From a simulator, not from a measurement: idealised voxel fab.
process module | voxel gate over fins
cross-section cut | 280 nm wide | cells 5 nm
A cross-section is a grid of square cells, given in bands from the top down. A band is one or more rows of cells.
Each band's line starts with the height of the band's top and of its bottom, in nm. Then come its materials from left to right, each with its width in nm. One material with "throughout" fills the band from edge to edge. "air" is empty space.
Height 0 is the level under which the wafer as received is all one material. The lowest band goes on downwards, as in "0 down".
A width such as "30 to 40" changes by the same amount from each row of cells to the next, from the band's top row to its bottom row.
"no change" after a step means that no cell of the cross-section changed.
closed voids: empty space of 8 cells or more with no open way to the top, each as width x height at its distance from the left edge, in nm
after a step's settings: what the simulator itself notes on the step
overlay nm, on a step with a mask: how far to the right of its planned place the mask lay; to the left if negative
plan
1 op RECEIVE | material Si
2 op CONFORMAL_DEP | material SiN | thk nm 10
3 op DIRECTIONAL_DEP | material aC | thk nm 10
4 op PATTERN | tone cover | mask id FINS | material resist | width nm 15 | pitch nm 60 | thk nm 30 | overlay nm 0
5 op DIRECTIONAL_ETCH | etch materials aC | depth nm 10
6 op STRIP | etch materials resist
7 op DIRECTIONAL_ETCH | etch materials SiN | depth nm 10
8 op DIRECTIONAL_ETCH | etch materials Si | depth nm 35
9 op STRIP | etch materials aC
10 op FILL_DEP | material SiO2 | thk nm 15
11 op CMP | height nm 10
12 op DIRECTIONAL_DEP | material aC | thk nm 10
13 op PATTERN | tone open | mask id RAIL | material resist | width nm 15 | thk nm 25 | overlay nm 0
14 op DIRECTIONAL_ETCH | etch materials aC | depth nm 10
15 op STRIP | etch materials resist
16 op DIRECTIONAL_ETCH | etch materials SiO2 | depth nm 40
17 op STRIP | etch materials aC
18 op CONFORMAL_DEP | material TiN | thk nm 5
19 op FILL_DEP | material W | thk nm 5
20 op CMP | height nm 10
21 op SELECTIVE_ETCH | etch materials W Ru TiN | depth nm 30
22 op FILL_DEP | material SiO2 | thk nm 5
23 op CMP | height nm 10
24 op SELECTIVE_ETCH | etch materials SiO2 | depth nm 25
25 op STRIP | etch materials SiN
26 op CONFORMAL_DEP | material HfO2 | thk nm 5
27 op CONFORMAL_DEP | material TiN | thk nm 5
28 op CONFORMAL_DEP | material TiAl | thk nm 5
29 op CONFORMAL_DEP | material TiN | thk nm 5
30 op FILL_DEP | material W | thk nm 10
31 op CMP | height nm 25
32 op CONFORMAL_DEP | material SiCN | thk nm 10
first wafer, as planned
as received, after step 1
  0 down: Si throughout
  closed voids: none
after step 2
  10 to 0: SiN throughout
  below 0: unchanged
after step 3
  20 to 10: aC throughout
  below 10: unchanged
after step 4
  50 to 20: air 40 | resist 15 | air 45 | resist 15 | air 45 | resist 15 | air 45 | resist 15 | air 45
  below 20: unchanged
after step 5
  40 to 20: air 40 | resist 15 | air 45 | resist 15 | air 45 | resist 15 | air 45 | resist 15 | air 45
  20 to 10: air 40 | aC 15 | air 45 | aC 15 | air 45 | aC 15 | air 45 | aC 15 | air 45
  below 10: unchanged
after step 6
  20 to 10: air 40 | aC 15 | air 45 | aC 15 | air 45 | aC 15 | air 45 | aC 15 | air 45
  below 10: unchanged
after step 7
  20 to 10: air 40 | aC 15 | air 45 | aC 15 | air 45 | aC 15 | air 45 | aC 15 | air 45
  10 to 0: air 40 | SiN 15 | air 45 | SiN 15 | air 45 | SiN 15 | air 45 | SiN 15 | air 45
  below 0: unchanged
after step 8
  20 to 10: air 40 | aC 15 | air 45 | aC 15 | air 45 | aC 15 | air 45 | aC 15 | air 45
  10 to 0: air 40 | SiN 15 | air 45 | SiN 15 | air 45 | SiN 15 | air 45 | SiN 15 | air 45
  0 to -35: air 40 | Si 15 | air 45 | Si 15 | air 45 | Si 15 | air 45 | Si 15 | air 45
  below -35: unchanged
after step 9
  10 to 0: air 40 | SiN 15 | air 45 | SiN 15 | air 45 | SiN 15 | air 45 | SiN 15 | air 45
  below 0: unchanged
after step 10
  25 to 10: SiO2 throughout
  10 to 0: SiO2 40 | SiN 15 | SiO2 45 | SiN 15 | SiO2 45 | SiN 15 | SiO2 45 | SiN 15 | SiO2 45
  0 to -35: SiO2 40 | Si 15 | SiO2 45 | Si 15 | SiO2 45 | Si 15 | SiO2 45 | Si 15 | SiO2 45
  below -35: unchanged
after step 11
  10 to 0: SiO2 40 | SiN 15 | SiO2 45 | SiN 15 | SiO2 45 | SiN 15 | SiO2 45 | SiN 15 | SiO2 45
  below 0: unchanged
after step 12
  20 to 10: aC throughout
  below 10: unchanged
after step 13
  45 to 20: resist 70 | air 15 | resist 195
  below 20: unchanged
after step 14
  35 to 20: resist 70 | air 15 | resist 195
  20 to 10: aC 70 | air 15 | aC 195
  below 10: unchanged
after step 15
  20 to 10: aC 70 | air 15 | aC 195
  below 10: unchanged
after step 16
  20 to 10: aC 70 | air 15 | aC 195
  10 to 0: SiO2 40 | SiN 15 | SiO2 15 | air 15 | SiO2 15 | SiN 15 | SiO2 45 | SiN 15 | SiO2 45 | SiN 15 | SiO2 45
  0 to -30: SiO2 40 | Si 15 | SiO2 15 | air 15 | SiO2 15 | Si 15 | SiO2 45 | Si 15 | SiO2 45 | Si 15 | SiO2 45
  below -30: unchanged
after step 17
  10 to 0: SiO2 40 | SiN 15 | SiO2 15 | air 15 | SiO2 15 | SiN 15 | SiO2 45 | SiN 15 | SiO2 45 | SiN 15 | SiO2 45
  below 0: unchanged
after step 18
  15 to 10: TiN 75 | air 5 | TiN 200
  10 to 0: SiO2 40 | SiN 15 | SiO2 15 | TiN 5 | air 5 | TiN 5 | SiO2 15 | SiN 15 | SiO2 45 | SiN 15 | SiO2 45 | SiN 15 | SiO2 45
  0 to -25: SiO2 40 | Si 15 | SiO2 15 | TiN 5 | air 5 | TiN 5 | SiO2 15 | Si 15 | SiO2 45 | Si 15 | SiO2 45 | Si 15 | SiO2 45
  -25 to -30: SiO2 40 | Si 15 | SiO2 15 | TiN 15 | SiO2 15 | Si 15 | SiO2 45 | Si 15 | SiO2 45 | Si 15 | SiO2 45
  below -30: unchanged
after step 19
  20 to 15: W throughout
  15 to 10: TiN 75 | W 5 | TiN 200
  10 to 0: SiO2 40 | SiN 15 | SiO2 15 | TiN 5 | W 5 | TiN 5 | SiO2 15 | SiN 15 | SiO2 45 | SiN 15 | SiO2 45 | SiN 15 | SiO2 45
  0 to -25: SiO2 40 | Si 15 | SiO2 15 | TiN 5 | W 5 | TiN 5 | SiO2 15 | Si 15 | SiO2 45 | Si 15 | SiO2 45 | Si 15 | SiO2 45
  below -25: unchanged
after step 20
  10 to 0: SiO2 40 | SiN 15 | SiO2 15 | TiN 5 | W 5 | TiN 5 | SiO2 15 | SiN 15 | SiO2 45 | SiN 15 | SiO2 45 | SiN 15 | SiO2 45
  below 0: unchanged
after step 21
  10 to 0: SiO2 40 | SiN 15 | SiO2 15 | air 15 | SiO2 15 | SiN 15 | SiO2 45 | SiN 15 | SiO2 45 | SiN 15 | SiO2 45
  0 to -20: SiO2 40 | Si 15 | SiO2 15 | air 15 | SiO2 15 | Si 15 | SiO2 45 | Si 15 | SiO2 45 | Si 15 | SiO2 45
  below -20: unchanged
after step 22
  15 to 10: SiO2 throughout
  10 to 0: SiO2 40 | SiN 15 | SiO2 45 | SiN 15 | SiO2 45 | SiN 15 | SiO2 45 | SiN 15 | SiO2 45
  0 to -20: SiO2 40 | Si 15 | SiO2 45 | Si 15 | SiO2 45 | Si 15 | SiO2 45 | Si 15 | SiO2 45
  below -20: unchanged
after step 23
  10 to 0: SiO2 40 | SiN 15 | SiO2 45 | SiN 15 | SiO2 45 | SiN 15 | SiO2 45 | SiN 15 | SiO2 45
  below 0: unchanged
after step 24
  10 to 0: air 40 | SiN 15 | air 45 | SiN 15 | air 45 | SiN 15 | air 45 | SiN 15 | air 45
  0 to -15: air 40 | Si 15 | air 45 | Si 15 | air 45 | Si 15 | air 45 | Si 15 | air 45
  below -15: unchanged
after step 25
  0 to -15: air 40 | Si 15 | air 45 | Si 15 | air 45 | Si 15 | air 45 | Si 15 | air 45
  below -15: unchanged
after step 26
  5 to 0: air 35 | HfO2 25 | air 35 | HfO2 25 | air 35 | HfO2 25 | air 35 | HfO2 25 | air 40
  0 to -10: air 35 | HfO2 5 | Si 15 | HfO2 5 | air 35 | HfO2 5 | Si 15 | HfO2 5 | air 35 | HfO2 5 | Si 15 | HfO2 5 | air 35 | HfO2 5 | Si 15 | HfO2 5 | air 40
  -10 to -15: HfO2 40 | Si 15 | HfO2 45 | Si 15 | HfO2 45 | Si 15 | HfO2 45 | Si 15 | HfO2 45
  below -15: unchanged
after step 27
  10 to 5: air 30 | TiN 35 | air 25 | TiN 35 | air 25 | TiN 35 | air 25 | TiN 35 | air 35
  5 to 0: air 30 | TiN 5 | HfO2 25 | TiN 5 | air 25 | TiN 5 | HfO2 25 | TiN 5 | air 25 | TiN 5 | HfO2 25 | TiN 5 | air 25 | TiN 5 | HfO2 25 | TiN 5 | air 35
  0 to -5: air 30 | TiN 5 | HfO2 5 | Si 15 | HfO2 5 | TiN 5 | air 25 | TiN 5 | HfO2 5 | Si 15 | HfO2 5 | TiN 5 | air 25 | TiN 5 | HfO2 5 | Si 15 | HfO2 5 | TiN 5 | air 25 | TiN 5 | HfO2 5 | Si 15 | HfO2 5 | TiN 5 | air 35
  -5 to -10: TiN 35 | HfO2 5 | Si 15 | HfO2 5 | TiN 35 | HfO2 5 | Si 15 | HfO2 5 | TiN 35 | HfO2 5 | Si 15 | HfO2 5 | TiN 35 | HfO2 5 | Si 15 | HfO2 5 | TiN 40
  below -10: unchanged
after step 28
  15 to 10: air 25 | TiAl 45 | air 15 | TiAl 45 | air 15 | TiAl 45 | air 15 | TiAl 45 | air 30
  10 to 5: air 25 | TiAl 5 | TiN 35 | TiAl 5 | air 15 | TiAl 5 | TiN 35 | TiAl 5 | air 15 | TiAl 5 | TiN 35 | TiAl 5 | air 15 | TiAl 5 | TiN 35 | TiAl 5 | air 30
  5 to 0: air 25 | TiAl 5 | TiN 5 | HfO2 25 | TiN 5 | TiAl 5 | air 15 | TiAl 5 | TiN 5 | HfO2 25 | TiN 5 | TiAl 5 | air 15 | TiAl 5 | TiN 5 | HfO2 25 | TiN 5 | TiAl 5 | air 15 | TiAl 5 | TiN 5 | HfO2 25 | TiN 5 | TiAl 5 | air 30
  0 to -5: TiAl 30 | TiN 5 | HfO2 5 | Si 15 | HfO2 5 | TiN 5 | TiAl 25 | TiN 5 | HfO2 5 | Si 15 | HfO2 5 | TiN 5 | TiAl 25 | TiN 5 | HfO2 5 | Si 15 | HfO2 5 | TiN 5 | TiAl 25 | TiN 5 | HfO2 5 | Si 15 | HfO2 5 | TiN 5 | TiAl 35
  below -5: unchanged
after step 29
  20 to 15: air 20 | TiN 55 | air 5 | TiN 55 | air 5 | TiN 55 | air 5 | TiN 55 | air 25
  15 to 10: air 20 | TiN 5 | TiAl 45 | TiN 5 | air 5 | TiN 5 | TiAl 45 | TiN 5 | air 5 | TiN 5 | TiAl 45 | TiN 5 | air 5 | TiN 5 | TiAl 45 | TiN 5 | air 25
  10 to 5: air 20 | TiN 5 | TiAl 5 | TiN 35 | TiAl 5 | TiN 5 | air 5 | TiN 5 | TiAl 5 | TiN 35 | TiAl 5 | TiN 5 | air 5 | TiN 5 | TiAl 5 | TiN 35 | TiAl 5 | TiN 5 | air 5 | TiN 5 | TiAl 5 | TiN 35 | TiAl 5 | TiN 5 | air 25
  5 to 0: TiN 25 | TiAl 5 | TiN 5 | HfO2 25 | TiN 5 | TiAl 5 | TiN 15 | TiAl 5 | TiN 5 | HfO2 25 | TiN 5 | TiAl 5 | TiN 15 | TiAl 5 | TiN 5 | HfO2 25 | TiN 5 | TiAl 5 | TiN 15 | TiAl 5 | TiN 5 | HfO2 25 | TiN 5 | TiAl 5 | TiN 30
  below 0: unchanged
after step 30
  30 to 20: W throughout
  20 to 15: W 20 | TiN 55 | W 5 | TiN 55 | W 5 | TiN 55 | W 5 | TiN 55 | W 25
  15 to 10: W 20 | TiN 5 | TiAl 45 | TiN 5 | W 5 | TiN 5 | TiAl 45 | TiN 5 | W 5 | TiN 5 | TiAl 45 | TiN 5 | W 5 | TiN 5 | TiAl 45 | TiN 5 | W 25
  10 to 5: W 20 | TiN 5 | TiAl 5 | TiN 35 | TiAl 5 | TiN 5 | W 5 | TiN 5 | TiAl 5 | TiN 35 | TiAl 5 | TiN 5 | W 5 | TiN 5 | TiAl 5 | TiN 35 | TiAl 5 | TiN 5 | W 5 | TiN 5 | TiAl 5 | TiN 35 | TiAl 5 | TiN 5 | W 25
  below 5: unchanged
after step 31
  25 to 20: W throughout
  below 20: unchanged
after step 32
  35 to 25: SiCN throughout
  below 25: unchanged
second wafer: like start, like plan, one mistake. Through step 29 it matches the first wafer
when step 30 should have ended
  30 to 15: TiN throughout
  15 to 10: TiN 25 | TiAl 45 | TiN 15 | TiAl 45 | TiN 15 | TiAl 45 | TiN 15 | TiAl 45 | TiN 30
  10 to 5: TiN 25 | TiAl 5 | TiN 35 | TiAl 5 | TiN 15 | TiAl 5 | TiN 35 | TiAl 5 | TiN 15 | TiAl 5 | TiN 35 | TiAl 5 | TiN 15 | TiAl 5 | TiN 35 | TiAl 5 | TiN 30
  below 5: unchanged
when step 31 should have ended
  25 to 15: TiN throughout
  below 15: unchanged
when step 32 should have ended
  35 to 25: SiCN throughout
  below 25: unchanged
what went wrong: step 30 ran as: op FILL_DEP | material TiN | thk nm 10
at the end the second wafer has, in cells: 92 more of TiN | 92 fewer of W
